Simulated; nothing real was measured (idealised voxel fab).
process module | voxel lift off
cross-section cut | 195 nm wide | cells 5 nm
A cross-section is a grid of square cells, given in bands from the top down. A band is one or more rows of cells.
Each band's line starts with the height of the band's top and of its bottom, in nm. Then come its materials from left to right, each with its width in nm. One material with "throughout" fills the band from edge to edge. "air" is empty space.
Height 0 is the level under which the wafer as received is all one material. The lowest band goes on downwards, as in "0 down".
A width such as "30 to 40" changes by the same amount from each row of cells to the next, from the band's top row to its bottom row.
"no change" after a step means that no cell of the cross-section changed.
closed voids: empty space of 8 cells or more with no open way to the top, each as width x height at its distance from the left edge, in nm
after a step's settings: what the simulator itself notes on the step
overlay nm, on a step with a mask: how far to the right of its planned place the mask lay; to the left if negative
plan
1 op RECEIVE | material Si
2 op CONFORMAL_DEP | material Al2O3 | thk nm 15
3 op PATTERN | tone open | mask id LINES | material resist | width nm 15 | pitch nm 45 | thk nm 30 | overlay nm 0
4 op DIRECTIONAL_DEP | material Ru | thk nm 15
5 op STRIP | etch materials resist
6 op CONFORMAL_DEP | material SiN | thk nm 5
first wafer, as planned
as received, after step 1
  0 down: Si throughout
  closed voids: none
after step 2
  15 to 0: Al2O3 throughout
  below 0: unchanged
after step 3
  45 to 15: resist 20 | air 15 | resist 30 | air 15 | resist 30 | air 15 | resist 30 | air 15 | resist 25
  below 15: unchanged
after step 4
  60 to 45: Ru 20 | air 15 | Ru 30 | air 15 | Ru 30 | air 15 | Ru 30 | air 15 | Ru 25
  45 to 30: resist 20 | air 15 | resist 30 | air 15 | resist 30 | air 15 | resist 30 | air 15 | resist 25
  30 to 15: resist 20 | Ru 15 | resist 30 | Ru 15 | resist 30 | Ru 15 | resist 30 | Ru 15 | resist 25
  below 15: unchanged
after step 5
  30 to 15: air 20 | Ru 15 | air 30 | Ru 15 | air 30 | Ru 15 | air 30 | Ru 15 | air 25
  below 15: unchanged
after step 6
  35 to 30: air 15 | SiN 25 | air 20 | SiN 25 | air 20 | SiN 25 | air 20 | SiN 25 | air 20
  30 to 20: air 15 | SiN 5 | Ru 15 | SiN 5 | air 20 | SiN 5 | Ru 15 | SiN 5 | air 20 | SiN 5 | Ru 15 | SiN 5 | air 20 | SiN 5 | Ru 15 | SiN 5 | air 20
  20 to 15: SiN 20 | Ru 15 | SiN 30 | Ru 15 | SiN 30 | Ru 15 | SiN 30 | Ru 15 | SiN 25
  below 15: unchanged
second wafer: like start, like plan, one mistake. Through step 3 it matches the first wafer
when step 4 should have ended: no change
when step 5 should have ended
  15 to 0: Al2O3 throughout
  below 0: unchanged
when step 6 should have ended
  20 to 15: SiN throughout
  below 15: unchanged
what went wrong: step 4 was left out
at the end the second wafer has, in cells: 36 fewer of Ru | 24 fewer of SiN
